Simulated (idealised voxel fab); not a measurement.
process module | voxel self aligned vias
cross-section cut | 220 nm wide | cells 5 nm
A cross-section is a grid of square cells, given in bands from the top down. A band is one or more rows of cells.
Each band's line starts with the height of the band's top and of its bottom, in nm. Then come its materials from left to right, each with its width in nm. One material with "throughout" fills the band from edge to edge. "air" is empty space.
Height 0 is the level under which the wafer as received is all one material. The lowest band goes on downwards, as in "0 down".
A width such as "30 to 40" changes by the same amount from each row of cells to the next, from the band's top row to its bottom row.
"no change" after a step means that no cell of the cross-section changed.
closed voids: empty space of 8 cells or more with no open way to the top, each as width x height at its distance from the left edge, in nm
after a step's settings: what the simulator itself notes on the step
overlay nm, on a step with a mask: how far to the right of its planned place the mask lay; to the left if negative
plan
1 op RECEIVE | material Si
2 op CONFORMAL_DEP | material SiO2 | thk nm 10
3 op CONFORMAL_DEP | material SiCN | thk nm 5
4 op DIRECTIONAL_DEP | material SiO2 | thk nm 20
5 op MASKED_ETCH | tone open | mask id LINES | width nm 25 | pitch nm 65 | etch materials SiO2 | depth nm 20 | overlay nm 0
6 op CONFORMAL_DEP | material TiN | thk nm 5
7 op FILL_DEP | material W | thk nm 10
8 op CMP | height nm 35
9 op SELECTIVE_ETCH | etch materials W Ru TiN | depth nm 5
10 op FILL_DEP | material SiN | thk nm 5
11 op CMP | height nm 35
12 op DIRECTIONAL_DEP | material SiO2 | thk nm 15
13 op MASKED_ETCH | tone open | mask id VIAS | width nm 35 | etch materials SiO2 | depth nm 15 | overlay nm -15
14 op MASKED_ETCH | tone open | mask id VIAS | width nm 35 | etch materials SiN | depth nm 5 | overlay nm 0
15 op CONFORMAL_DEP | material TiN | thk nm 5
16 op FILL_DEP | material Cu | thk nm 5
17 op CMP | height nm 50
18 op CONFORMAL_DEP | material SiCN | thk nm 5
varied across the wafers: overlay nm of step 13. The plan shows the first wafer's value. All wafers start alike
first wafer as received, after step 1
  0 down: Si throughout
  closed voids: none
first wafer at the end, after step 18
  55 to 50: SiCN throughout
  50 to 40: SiO2 45 | TiN 5 | Cu 25 | TiN 5 | SiO2 140
  40 to 35: SiO2 45 | TiN 25 | Cu 5 | TiN 5 | SiO2 140
  35 to 30: SiO2 65 | TiN 15 | SiN 10 | SiO2 40 | SiN 25 | SiO2 65
  30 to 20: SiO2 65 | TiN 5 | W 15 | TiN 5 | SiO2 40 | TiN 5 | W 15 | TiN 5 | SiO2 65
  20 to 15: SiO2 65 | TiN 25 | SiO2 40 | TiN 25 | SiO2 65
  15 to 10: SiCN throughout
  10 to 0: SiO2 throughout
  0 down: Si throughout
  closed voids: none
last wafer at the end
  55 to 50: SiCN throughout
  50 to 40: SiO2 75 | TiN 5 | Cu 25 | TiN 5 | SiO2 110
  40 to 35: SiO2 75 | TiN 5 | Cu 5 | TiN 25 | SiO2 110
  35 to 30: SiO2 65 | SiN 10 | TiN 15 | SiO2 40 | SiN 25 | SiO2 65
  30 to 20: SiO2 65 | TiN 5 | W 15 | TiN 5 | SiO2 40 | TiN 5 | W 15 | TiN 5 | SiO2 65
  20 to 15: SiO2 65 | TiN 25 | SiO2 40 | TiN 25 | SiO2 65
  15 to 10: SiCN throughout
  10 to 0: SiO2 throughout
  0 down: Si throughout
  closed voids: none
each wafer at the end: cells of each material gained (+) or lost (-) since it was received, then its closed voids
overlay nm -15 | +11 Cu | +88 SiCN | +7 SiN | +335 SiO2 | +31 TiN | +12 W | closed voids: none
overlay nm -10 | +12 Cu | +88 SiCN | +6 SiN | +335 SiO2 | +31 TiN | +12 W | closed voids: none
overlay nm -5 | +13 Cu | +88 SiCN | +5 SiN | +335 SiO2 | +31 TiN | +12 W | closed voids: none
overlay nm 0 | +13 Cu | +88 SiCN | +5 SiN | +335 SiO2 | +31 TiN | +12 W | closed voids: none
overlay nm 5 | +13 Cu | +88 SiCN | +5 SiN | +335 SiO2 | +31 TiN | +12 W | closed voids: none
overlay nm 10 | +12 Cu | +88 SiCN | +6 SiN | +335 SiO2 | +31 TiN | +12 W | closed voids: none
overlay nm 15 | +11 Cu | +88 SiCN | +7 SiN | +335 SiO2 | +31 TiN | +12 W | closed voids: none
